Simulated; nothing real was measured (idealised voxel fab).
The document below concerns the process module designated voxel ribs on slabs.
Each square cell in cross-section cut measures 5 nm, and the section as a whole is 295 nm wide.
Each cross-section below is a grid of square cells, stated as bands in top-down order, with one or more rows of cells making up each band.
Basically the band line says how high the top is and how high the bottom is, in nm, and then what's in it from left to right, every material with its width in nm. Empty space shows up as "empty", and if a single material carries "throughout" it runs the full band edge to edge.
The level at which height equals 0 is the one under which the wafer, as it arrives, is entirely one material. No lower edge exists for the bottom band, which continues downward and is notated as in "0..down".
A width such as "30..40" changes by the same amount from each row of cells to the next, from the band's top row to its bottom row.
A step reported as "stayed the same" is a step in which no cell of the cross-section changed.
"Trapped void list" enumerates empty spaces isolated from the top, with no open way to it, that contain at least 8 cells, giving each as width x height at distance from the left edge, all three in nm.
The remark found on a step's line after its settings is issued by the simulator itself and pertains to that step.
overlay nm: right-of-plan distance of the mask on a masked step; negative values mean left-of-plan.
Planned process steps
1: RECEIVE [material Si]
2: DIRECTIONAL_DEP [material SiO2] [thk nm 20]
3: DIRECTIONAL_DEP [material SiN] [thk nm 25]
4: MASKED_ETCH [tone cover] [mask id RIB] [width nm 30] [etch materials SiN] [depth nm 5] [overlay nm 0]
5: PATTERN [tone cover] [mask id SLAB] [material resist] [width nm 60] [thk nm 20] [overlay nm 0]
6: DIRECTIONAL_ETCH [etch materials SiN] [depth nm 20]
7: STRIP [etch materials resist]
8: FILL_DEP [material SiO2] [thk nm 25]
9: CMP [height nm 65]
10: DIRECTIONAL_DEP [material W] [thk nm 5]
11: DIRECTIONAL_DEP [material aC] [thk nm 10]
12: PATTERN [tone cover] [mask id HEATER] [material resist] [width nm 40] [thk nm 30] [overlay nm 0]
13: DIRECTIONAL_ETCH [etch materials aC] [depth nm 10]
14: STRIP [etch materials resist]
15: DIRECTIONAL_ETCH [etch materials W] [depth nm 5]
16: STRIP [etch materials aC]
17: CONFORMAL_DEP [material SiO2] [thk nm 5]
So this is the incoming wafer in cross-section - it's already been through step 1
  0..down: Si throughout
  Trapped void list: none
End-of-module XS, first of two wafers, run as planned
  75..70: 120 nm empty  50 nm SiO2  125 nm empty
  70..65: 125 nm SiO2  40 nm W  130 nm SiO2
  65..45: SiO2 throughout
  45..40: 130 nm SiO2  30 nm SiN  135 nm SiO2
  40..20: 115 nm SiO2  60 nm SiN  120 nm SiO2
  20..0: SiO2 throughout
  0..down: Si throughout
  Trapped void list: none
Now the second wafer, cross-sectioned at the end of the module. Nothing different at the start, nothing different in the plan compared with the first, just one mistake when it was actually run
  75..70: 120 nm empty  50 nm SiO2  125 nm empty
  70..65: 125 nm SiO2  40 nm W  130 nm SiO2
  65..45: SiO2 throughout
  45..40: 125 nm SiO2  40 nm SiN  130 nm SiO2
  40..20: 115 nm SiO2  60 nm SiN  120 nm SiO2
  20..0: SiO2 throughout
  0..down: Si throughout
  Trapped void list: none
Here's what went sideways: step 4 ran as: MASKED_ETCH [tone cover] [mask id RIB] [width nm 40] [etch materials SiN] [depth nm 5] [overlay nm 0]
Looking at both finished wafers in cells, the second ends up ahead of or behind the first on some materials: +2 SiN | -2 SiO2
